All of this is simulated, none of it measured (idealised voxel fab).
process module | voxel wiring stack
cross-section cut | 245 nm wide | cells 5 nm
A cross-section is a grid of square cells, given in bands from the top down. A band is one or more rows of cells.
Each band's line starts with the height of the band's top and of its bottom, in nm. Then come its materials from left to right, each with its width in nm. One material with "throughout" fills the band from edge to edge. "air" is empty space.
Height 0 is the level under which the wafer as received is all one material. The lowest band goes on downwards, as in "0 down".
A width such as "30 to 40" changes by the same amount from each row of cells to the next, from the band's top row to its bottom row.
"no change" after a step means that no cell of the cross-section changed.
closed voids: empty space of 8 cells or more with no open way to the top, each as width x height at its distance from the left edge, in nm
after a step's settings: what the simulator itself notes on the step
overlay nm, on a step with a mask: how far to the right of its planned place the mask lay; to the left if negative
plan
1 op RECEIVE | material Si
2 op CONFORMAL_DEP | material SiO2 | thk nm 10
3 op CONFORMAL_DEP | material SiN | thk nm 5
4 op DIRECTIONAL_DEP | material SiO2 | thk nm 20
5 op DIRECTIONAL_DEP | material aC | thk nm 10
6 op PATTERN | tone open | mask id METAL_1 | material resist | width nm 30 | pitch nm 55 | thk nm 25 | overlay nm 0
7 op DIRECTIONAL_ETCH | etch materials aC | depth nm 10
8 op STRIP | etch materials resist
9 op DIRECTIONAL_ETCH | etch materials SiO2 | depth nm 20
10 op DIRECTIONAL_ETCH | etch materials SiN | depth nm 5
11 op STRIP | etch materials aC
12 op CONFORMAL_DEP | material TiN | thk nm 5
13 op FILL_DEP | material Ru | thk nm 5
14 op CMP | height nm 35
15 op CONFORMAL_DEP | material SiCN | thk nm 5
16 op DIRECTIONAL_DEP | material SiO2 | thk nm 5
17 op PATTERN | tone open | mask id PLUG_1 | material resist | width nm 15 | pitch nm 55 | thk nm 15 | overlay nm 0
18 op DIRECTIONAL_ETCH | etch materials SiO2 | depth nm 10
19 op DIRECTIONAL_ETCH | etch materials SiCN | depth nm 5
20 op STRIP | etch materials resist
21 op EPI | material Ru | thk nm 10
22 op EPI | material Ru | thk nm 5
23 op DIRECTIONAL_DEP | material TiN | thk nm 5
24 op DIRECTIONAL_DEP | material W | thk nm 25
25 op MASKED_ETCH | tone cover | mask id METAL_2 | width nm 30 | pitch nm 55 | etch materials W | depth nm 25 | overlay nm 0
26 op MASKED_ETCH | tone cover | mask id METAL_2 | width nm 30 | pitch nm 55 | etch materials TiN | depth nm 5 | overlay nm 0
27 op CONFORMAL_DEP | material SiN | thk nm 5
28 op FILL_DEP | material lowk | thk nm 5
29 op CMP | height nm 80
30 op CONFORMAL_DEP | material SiCN | thk nm 5
31 op DIRECTIONAL_DEP | material SiO2 | thk nm 10
32 op MASKED_ETCH | tone open | mask id PLUG_2 | width nm 15 | pitch nm 55 | etch materials SiO2 | depth nm 10 | overlay nm 0
33 op MASKED_ETCH | tone open | mask id PLUG_2 | width nm 15 | pitch nm 55 | etch materials SiCN | depth nm 5 | overlay nm 0
34 op EPI | material Ru | thk nm 10
35 op EPI | material Ru | thk nm 5
36 op CONFORMAL_DEP | material SiCN | thk nm 5
37 op DIRECTIONAL_DEP | material lowk | thk nm 25
38 op MASKED_ETCH | tone open | mask id METAL_3 | width nm 30 | pitch nm 55 | etch materials lowk | depth nm 25 | overlay nm 0
39 op MASKED_ETCH | tone open | mask id METAL_3 | width nm 30 | pitch nm 55 | etch materials SiCN | depth nm 5 | overlay nm 0
40 op CONFORMAL_DEP | material TiN | thk nm 5
41 op FILL_DEP | material W | thk nm 10
42 op CMP | height nm 125
43 op CONFORMAL_DEP | material SiCN | thk nm 5
varied across the wafers: thk nm of step 16. The plan shows the first wafer's value. All wafers start alike
first wafer as received, after step 1
  0 down: Si throughout
  closed voids: none
first wafer at the end, after step 43
  130 to 125: SiCN throughout
  125 to 100: lowk 80 | TiN 5 | W 20 | TiN 5 | lowk 25 | TiN 5 | W 20 | TiN 5 | lowk 80
  100 to 95: SiCN 80 | TiN 30 | SiCN 25 | TiN 30 | SiCN 80
  95 to 85: SiO2 80 | Ru 15 | SiO2 40 | Ru 15 | SiO2 95
  85 to 80: SiCN 80 | Ru 15 | SiCN 40 | Ru 15 | SiCN 95
  80 to 75: lowk 75 | SiN 5 | W 20 | SiN 15 | lowk 15 | SiN 5 | W 20 | SiN 15 | lowk 75
  75 to 55: lowk 75 | SiN 5 | W 30 | SiN 5 | lowk 15 | SiN 5 | W 30 | SiN 5 | lowk 75
  55 to 50: lowk 70 | SiN 10 | TiN 20 | W 10 | SiN 5 | lowk 10 | SiN 10 | TiN 20 | W 10 | SiN 5 | lowk 75
  50 to 45: SiN 75 | Ru 25 | TiN 10 | SiN 20 | Ru 25 | TiN 10 | SiN 80
  45 to 40: SiO2 80 | Ru 15 | SiO2 40 | Ru 15 | SiO2 95
  40 to 35: SiCN 80 | Ru 15 | SiCN 40 | Ru 15 | SiCN 95
  35 to 15: SiO2 80 | TiN 5 | Ru 20 | TiN 5 | SiO2 25 | TiN 5 | Ru 20 | TiN 5 | SiO2 80
  15 to 10: SiN 80 | TiN 30 | SiN 25 | TiN 30 | SiN 80
  10 to 0: SiO2 throughout
  0 down: Si throughout
  closed voids: none
last wafer at the end
  130 to 125: SiCN throughout
  125 to 100: lowk 80 | TiN 5 | W 20 | TiN 5 | lowk 25 | TiN 5 | W 20 | TiN 5 | lowk 80
  100 to 95: SiCN 80 | TiN 30 | SiCN 25 | TiN 30 | SiCN 80
  95 to 85: SiO2 80 | Ru 15 | SiO2 40 | Ru 15 | SiO2 95
  85 to 80: SiCN 80 | Ru 15 | SiCN 40 | Ru 15 | SiCN 95
  80 to 70: lowk 75 | SiN 5 | W 30 | SiN 5 | lowk 15 | SiN 5 | W 30 | SiN 5 | lowk 75
  70 to 65: SiN 80 | W 15 | TiN 15 | SiN 25 | W 15 | TiN 15 | SiN 80
  65 to 60: SiO2 80 | W 15 | SiO2 40 | W 15 | SiO2 95
  60 to 55: SiO2 80 | TiN 15 | SiO2 40 | TiN 15 | SiO2 95
  55 to 40: SiO2 throughout
  40 to 35: SiCN throughout
  35 to 15: SiO2 80 | TiN 5 | Ru 20 | TiN 5 | SiO2 25 | TiN 5 | Ru 20 | TiN 5 | SiO2 80
  15 to 10: SiN 80 | TiN 30 | SiN 25 | TiN 30 | SiN 80
  10 to 0: SiO2 throughout
  0 down: Si throughout
  closed voids: none
each wafer at the end: cells of each material gained (+) or lost (-) since it was received, then its closed voids
thk nm 5 | +72 Ru | +172 SiCN | +102 SiN | +375 SiO2 | +72 TiN | +100 W | +381 lowk | closed voids: none
thk nm 10 | +68 Ru | +172 SiCN | +94 SiN | +418 SiO2 | +72 TiN | +100 W | +350 lowk | closed voids: none
thk nm 15 | +32 Ru | +190 SiCN | +96 SiN | +467 SiO2 | +78 TiN | +94 W | +317 lowk | closed voids: none
thk nm 20 | +50 Ru | +178 SiCN | +86 SiN | +516 SiO2 | +72 TiN | +88 W | +284 lowk | closed voids: none
thk nm 25 | +50 Ru | +178 SiCN | +82 SiN | +565 SiO2 | +72 TiN | +76 W | +251 lowk | closed voids: none
